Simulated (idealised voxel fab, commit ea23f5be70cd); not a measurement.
Process module under the name voxel self aligned vias
This is section cut - it's 240 nm across, gridded in 5 nm square cells.
Each cross-section below is a grid of square cells, stated as bands in top-down order, with one or more rows of cells making up each band. What a band's entry tells you: where the top is and where the bottom is, as heights in nm, and after that what lies inside, material by material from left to right, each with its width in nm. Empty space is written as the word "blank", and a single material marked with the word "full width" occupies the band from edge to edge. The level at which height equals 0 is the one under which the wafer, as it arrives, is entirely one material. No lower edge exists for the bottom band, which continues downward and is notated as in "0 -> down". Graded width ("30 to 40"): value in top row of band = first number; value in bottom row = second number; row-to-row change constant. A step reported as "nothing different" is a step in which no cell of the cross-section changed. The entry "Entrapped void list" lists the empty spaces that cover at least 8 cells and have no open path to the top. Each is written as width x height at distance, where the distance is measured from the left edge and all three values are in nm. Whatever follows a step's settings on its line is a remark the simulator itself makes about that step. overlay nm: mask right of planned place by this much (step with mask). Neg. = left.
Plan:
1 op RECEIVE | material Si
2 op CONFORMAL_DEP | material SiO2 | thk nm 15
3 op CONFORMAL_DEP | material SiCN | thk nm 5
4 op DIRECTIONAL_DEP | material lowk | thk nm 25
5 op DIRECTIONAL_DEP | material aC | thk nm 15
6 op PATTERN | tone open | mask id LINES | material resist | width nm 25 | pitch nm 65 | thk nm 35 | overlay nm 0
7 op DIRECTIONAL_ETCH | etch materials aC | depth nm 15
8 op STRIP | etch materials resist
9 op DIRECTIONAL_ETCH | etch materials lowk | depth nm 25
10 op STRIP | etch materials aC
11 op CONFORMAL_DEP | material TiN | thk nm 5
12 op FILL_DEP | material W | thk nm 5
13 op CMP | height nm 45
14 op SELECTIVE_ETCH | etch materials W Ru TiN | depth nm 10
15 op FILL_DEP | material SiN | thk nm 5
16 op CMP | height nm 45
17 op DIRECTIONAL_DEP | material lowk | thk nm 15
18 op MASKED_ETCH | tone open | mask id VIAS | width nm 35 | pitch nm 130 | etch materials lowk | depth nm 15 | overlay nm 0
19 op MASKED_ETCH | tone open | mask id VIAS | width nm 35 | pitch nm 130 | etch materials SiN | depth nm 10 | overlay nm 0
20 op CONFORMAL_DEP | material TiN | thk nm 5
21 op FILL_DEP | material Cu | thk nm 5
22 op CMP | height nm 60
23 op CONFORMAL_DEP | material SiCN | thk nm 5
Cross-section of the wafer at receipt, which is the condition after step 1:
	0 -> down: Si full width
	Entrapped void list: none
Post-module cross-section: identical start and plan to those above, one misstep in execution:
	65 -> 60: SiCN full width
	60 -> 50: lowk=35  TiN=5  Cu=25  TiN=5  lowk=95  TiN=5  Cu=25  TiN=5  lowk=40
	50 -> 45: lowk=35  TiN=10  Cu=15  TiN=10  lowk=95  TiN=10  Cu=15  TiN=10  lowk=40
	45 -> 40: lowk=40  TiN=5  Cu=15  TiN=5  lowk=40  SiN=25  lowk=40  TiN=5  Cu=15  TiN=5  lowk=45
	40 -> 35: lowk=40  TiN=25  lowk=40  SiN=25  lowk=40  TiN=25  lowk=45
	35 -> 30: lowk=40  TiN=25  lowk=40  TiN=25  lowk=40  TiN=25  lowk=45
	30 -> 15: SiCN full width
	15 -> 0: SiO2 full width
	0 -> down: Si full width
	Entrapped void list: none
Plan not followed: step 3 ran with different settings than intended, the actual operation and settings being op CONFORMAL_DEP | material SiCN | thk nm 15
